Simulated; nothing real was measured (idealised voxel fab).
Name of the process module below: voxel trench capacitor
Shown is cross-section cut, with a width of 290 nm and square cells of size 5 nm.
A cross-section is written here as square cells arranged in a grid, and it is given in bands from the top down, each band taking up one or more rows of cells. Band entry format. Leading values: height of top, height of bottom, nm. Remainder: materials in left-to-right order, each with its width in nm. Special words: "full width" on a single material, which then fills the band edge to edge; "air", empty space. Height 0 is the level under which the wafer as received is all one material. The lowest band goes on downwards, as in "from 0 down". The width entry "30..40" should be interpreted row by row: the top row of cells in the band takes the first number, the bottom row takes the second number, and the change between adjacent rows is uniform throughout. Take "all unchanged" at face value: in the step it is given for, the cross-section changed in none of its cells. Listed in "Enclosed voids": every empty space of 8 or more cells without an open way to the top. Form: width x height at distance, the distance being from the left edge, all in nm. Post-settings text on a step line: simulator's own remark regarding the step. The line of a step may include "overlay nm". On a step with a mask, this value is how far to the right of its planned place the mask lay. A negative value means the mask lay to the left.
The following list gives the planned process steps:
step 1: RECEIVE (material Si)
step 2: CONFORMAL_DEP (material SiN; thk nm 10)
step 3: DIRECTIONAL_DEP (material aC; thk nm 15)
step 4: PATTERN (tone open; mask id TRENCH; material resist; width nm 25; pitch nm 50; thk nm 30; overlay nm 0)
step 5: DIRECTIONAL_ETCH (etch materials aC; depth nm 15)
step 6: STRIP (etch materials resist)
step 7: DIRECTIONAL_ETCH (etch materials SiN; depth nm 10)
step 8: DIRECTIONAL_ETCH (etch materials Si; depth nm 40)
step 9: STRIP (etch materials aC)
step 10: CONFORMAL_DEP (material HfO2; thk nm 5)
step 11: CONFORMAL_DEP (material TiN; thk nm 5)
step 12: FILL_DEP (material W; thk nm 5)
step 13: CMP (height nm 10)
Cross-sectional view of the wafer in its as-received condition, corresponding to the state after step 1:
	from 0 down = Si full width
	Enclosed voids: none
Cross-section: first of two wafers, module finished, run according to plan:
	from 10 to 0 = 55 SiN / 5 HfO2 / 5 TiN / 5 W / 5 TiN / 5 HfO2 / 25 SiN / 5 HfO2 / 5 TiN / 5 W / 5 TiN / 5 HfO2 / 25 SiN / 5 HfO2 / 5 TiN / 5 W / 5 TiN / 5 HfO2 / 25 SiN / 5 HfO2 / 5 TiN / 5 W / 5 TiN / 5 HfO2 / 60 SiN
	from 0 to -30 = 55 Si / 5 HfO2 / 5 TiN / 5 W / 5 TiN / 5 HfO2 / 25 Si / 5 HfO2 / 5 TiN / 5 W / 5 TiN / 5 HfO2 / 25 Si / 5 HfO2 / 5 TiN / 5 W / 5 TiN / 5 HfO2 / 25 Si / 5 HfO2 / 5 TiN / 5 W / 5 TiN / 5 HfO2 / 60 Si
	from -30 to -35 = 55 Si / 5 HfO2 / 15 TiN / 5 HfO2 / 25 Si / 5 HfO2 / 15 TiN / 5 HfO2 / 25 Si / 5 HfO2 / 15 TiN / 5 HfO2 / 25 Si / 5 HfO2 / 15 TiN / 5 HfO2 / 60 Si
	from -35 to -40 = 55 Si / 25 HfO2 / 25 Si / 25 HfO2 / 25 Si / 25 HfO2 / 25 Si / 25 HfO2 / 60 Si
	from -40 down = Si full width
	Enclosed voids: none
Cross-sectional view: second of two wafers, end of module; start and plan identical to the first, one mistake in running:
	from 10 to 0 = 60 SiN / 5 TiN / 5 W / 5 TiN / 35 SiN / 5 TiN / 5 W / 5 TiN / 35 SiN / 5 TiN / 5 W / 5 TiN / 35 SiN / 5 TiN / 5 W / 5 TiN / 65 SiN
	from 0 to -30 = 55 Si / 5 SiN / 5 TiN / 5 W / 5 TiN / 5 SiN / 25 Si / 5 SiN / 5 TiN / 5 W / 5 TiN / 5 SiN / 25 Si / 5 SiN / 5 TiN / 5 W / 5 TiN / 5 SiN / 25 Si / 5 SiN / 5 TiN / 5 W / 5 TiN / 5 SiN / 60 Si
	from -30 to -35 = 55 Si / 5 SiN / 15 TiN / 5 SiN / 25 Si / 5 SiN / 15 TiN / 5 SiN / 25 Si / 5 SiN / 15 TiN / 5 SiN / 25 Si / 5 SiN / 15 TiN / 5 SiN / 60 Si
	from -35 to -40 = 55 Si / 25 SiN / 25 Si / 25 SiN / 25 Si / 25 SiN / 25 Si / 25 SiN / 60 Si
	from -40 down = Si full width
	Enclosed voids: none
Where did the run depart from the plan? for step 10, the planned setting was not used; the step was instead run as CONFORMAL_DEP (material SiN; thk nm 5)
End check, counted in cells, second wafer has more or fewer of these materials than the first: -92 HfO2, +92 SiN
